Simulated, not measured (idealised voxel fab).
The process module that follows is named voxel quadruple lines.
Square cells of 5 nm make up the cross-section cut, whose width is 265 nm.
Just so we're on the same page, the cross-sections are grids of square cells, and they're listed out in bands top to bottom, each band one or more rows deep. The entry gives the band's vertical extent as a top height and a bottom height in nm, then its horizontal make-up as materials from left to right, each with a width in nm. "air" stands for empty space; a single material marked "everywhere" fills the band edge to edge. Counting heights begins at 0, where everything beneath is, in the wafer as received, one material. The lowest band has no bottom; it goes on downwards, as "top 0, no bottom" shows. The notation "30..40" denotes a width that varies across the rows of cells in the band, beginning at the first number in the top row, finishing at the second number in the bottom row, and changing by an identical amount from each row to the next. "everything unchanged" after a step means that no cell of the cross-section changed. The list in "Closed cavities" covers empty spaces of 8 cells or more that cannot reach the top through any open way, and it gives each as width x height at distance; the distance is from the left edge, and width, height and distance are in nm. That trailing text on a step's line, after the settings, is the simulator's own remark on the step. If you see "overlay nm" on a step's line and that step has a mask, it's telling you how far right of where it was planned the mask ended up; a negative number means it went left instead.
Planned step list for the process:
1 RECEIVE | material Si
2 CONFORMAL_DEP | material Al2O3 | thk nm 5
3 DIRECTIONAL_DEP | material Ru | thk nm 15
4 DIRECTIONAL_DEP | material polySi | thk nm 20
5 DIRECTIONAL_DEP | material aC | thk nm 20
6 PATTERN | tone cover | mask id MANDREL | material resist | width nm 15 | thk nm 25 | overlay nm 0
7 DIRECTIONAL_ETCH | etch materials aC | depth nm 20
8 STRIP | etch materials resist
9 CONFORMAL_DEP | material SiO2 | thk nm 10
10 DIRECTIONAL_ETCH | etch materials SiO2 | depth nm 10
11 STRIP | etch materials aC
12 DIRECTIONAL_ETCH | etch materials polySi | depth nm 20
13 STRIP | etch materials SiO2
14 CONFORMAL_DEP | material SiN | thk nm 5
15 DIRECTIONAL_ETCH | etch materials SiN | depth nm 5
16 STRIP | etch materials polySi
17 DIRECTIONAL_ETCH | etch materials Ru | depth nm 15
18 STRIP | etch materials SiN
Heads up: all these wafers start the same, and what changes between them is the width nm in step 6. The value you see in the plan is just what the first wafer got.
Received condition of the first of several wafers, sectioned: post-step 1:
- top 0, no bottom = Si everywhere
- Closed cavities: none
First of several wafers: cross-section at the end of the module, after step 18, its last step:
- top 20, bottom 5 = air 110 nm  Ru 5 nm  air 10 nm  Ru 5 nm  air 5 nm  Ru 5 nm  air 10 nm  Ru 5 nm  air 110 nm
- top 5, bottom 0 = Al2O3 everywhere
- top 0, no bottom = Si everywhere
- Closed cavities: none
Last wafer x-sec, end of module:
- top 20, bottom 5 = air 100 nm  Ru 5 nm  air 10 nm  Ru 5 nm  air 25 nm  Ru 5 nm  air 10 nm  Ru 5 nm  air 100 nm
- top 5, bottom 0 = Al2O3 everywhere
- top 0, no bottom = Si everywhere
- Closed cavities: none
Here is how to read the rows: every wafer has a row, and it shows the wafer at the end of the module, giving for each material how many cells were gained (+) or lost (-) since the wafer was received, then listing its closed voids:
width nm 15, +53 Al2O3, +12 Ru, Closed cavities: none
width nm 20, +53 Al2O3, +12 Ru, Closed cavities: none
width nm 25, +53 Al2O3, +12 Ru, Closed cavities: none
width nm 30, +53 Al2O3, +12 Ru, Closed cavities: none
width nm 35, +53 Al2O3, +12 Ru, Closed cavities: none
